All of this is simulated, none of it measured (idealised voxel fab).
process module | voxel lift off
cross-section cut | 290 nm wide | cells 5 nm
A cross-section is a grid of square cells, given in bands from the top down. A band is one or more rows of cells.
Each band's line starts with the height of the band's top and of its bottom, in nm. Then come its materials from left to right, each with its width in nm. One material with "throughout" fills the band from edge to edge. "air" is empty space.
Height 0 is the level under which the wafer as received is all one material. The lowest band goes on downwards, as in "0 down".
A width such as "30 to 40" changes by the same amount from each row of cells to the next, from the band's top row to its bottom row.
"no change" after a step means that no cell of the cross-section changed.
closed voids: empty space of 8 cells or more with no open way to the top, each as width x height at its distance from the left edge, in nm
after a step's settings: what the simulator itself notes on the step
overlay nm, on a step with a mask: how far to the right of its planned place the mask lay; to the left if negative
plan
1 op RECEIVE | material Si
2 op CONFORMAL_DEP | material SiO2 | thk nm 5
3 op PATTERN | tone open | mask id LINES | material resist | width nm 25 | pitch nm 40 | thk nm 25 | overlay nm 0
4 op DIRECTIONAL_DEP | material Ru | thk nm 10
5 op STRIP | etch materials resist
6 op CONFORMAL_DEP | material SiCN | thk nm 10
as received, after step 1
  0 down: Si throughout
  closed voids: none
a wafer at the end: this start, this plan, one mistake
  35 to 25: air 100 | SiCN 85 | air 105
  25 to 15: SiCN 110 | Ru 25 | SiCN 15 | Ru 25 | SiCN 115
  15 to 0: SiO2 throughout
  0 down: Si throughout
  closed voids: none
what went wrong: step 2 ran as: op CONFORMAL_DEP | material SiO2 | thk nm 15
